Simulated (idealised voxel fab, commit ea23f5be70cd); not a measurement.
process module | voxel tone inversion
Section cut is 245 nm wide and gridded with 5 nm square cells.
Think of the cross-section as a grid of square cells. We describe it in bands, top to bottom, and each band covers one or more rows of those cells. For a band, the entry starts with two heights in nm, that of the top and then that of the bottom, and carries on with the band's materials in order from left to right, each alongside its width in nm; the word "everywhere" beside a single material means it fills the band edge to edge, and "empty" means empty space. Zero point of the height axis is 0; under it, received wafer = one material. Lowest band: continues down indefinitely, "z 0 and below". You'd read "30->40" like this: the band's top row of cells is as wide as the first number, its bottom row is as wide as the second, and going down, every row changes width by the same amount as the row before did. The designation "remains unaltered", where it is given for a processing step, indicates that no cell of the cross-section was altered in the course of that step. Look at "Sealed void inventory" for the closed voids: empty spaces with no open path to the top, sized 8 cells or up. Each is width x height at distance, distance from the left edge, all nm. On each step's line, the part that comes after the settings is the simulator's own comment on the step. If you see "overlay nm" on a step's line and that step has a mask, it's telling you how far right of where it was planned the mask ended up; a negative number means it went left instead.
LIST OF PLANNED PROCESS STEPS
1) RECEIVE, material Si
2) CONFORMAL_DEP, material SiCN, thk nm 5
3) DIRECTIONAL_DEP, material polySi, thk nm 15
4) PATTERN, tone cover, mask id POSTS, material resist, width nm 20, pitch nm 45, thk nm 20, overlay nm -15
5) DIRECTIONAL_ETCH, etch materials polySi, depth nm 15
6) STRIP, etch materials resist
7) FILL_DEP, material lowk, thk nm 5
8) CMP, height nm 20
9) STRIP, etch materials polySi
Wafer-to-wafer difference: overlay nm, step 4. Common start. Plan = first wafer's value.
FIRST OF SEVERAL WAFERS (AS RECEIVED, POST STEP 1), CROSS-SECTIONAL VIEW
- z 0 and below  Si everywhere
- Sealed void inventory: none
BELOW IS A PER-WAFER TABLE. IN IT, EACH ROW DESCRIBES THE WAFER AT THE END OF THE MODULE BY GIVING, FOR EACH MATERIAL, THE NUMBER OF CELLS GAINED (+) OR LOST (-) SINCE THE WAFER WAS RECEIVED, AND AFTER THAT THE CLOSED VOIDS OF THE WAFER
overlay nm -15; +49 SiCN; +99 lowk; Sealed void inventory: none
overlay nm -10; +49 SiCN; +99 lowk; Sealed void inventory: none
overlay nm -5; +49 SiCN; +99 lowk; Sealed void inventory: none
overlay nm 0; +49 SiCN; +99 lowk; Sealed void inventory: none
overlay nm 5; +49 SiCN; +99 lowk; Sealed void inventory: none
overlay nm 10; +49 SiCN; +99 lowk; Sealed void inventory: none
overlay nm 15; +49 SiCN; +99 lowk; Sealed void inventory: none
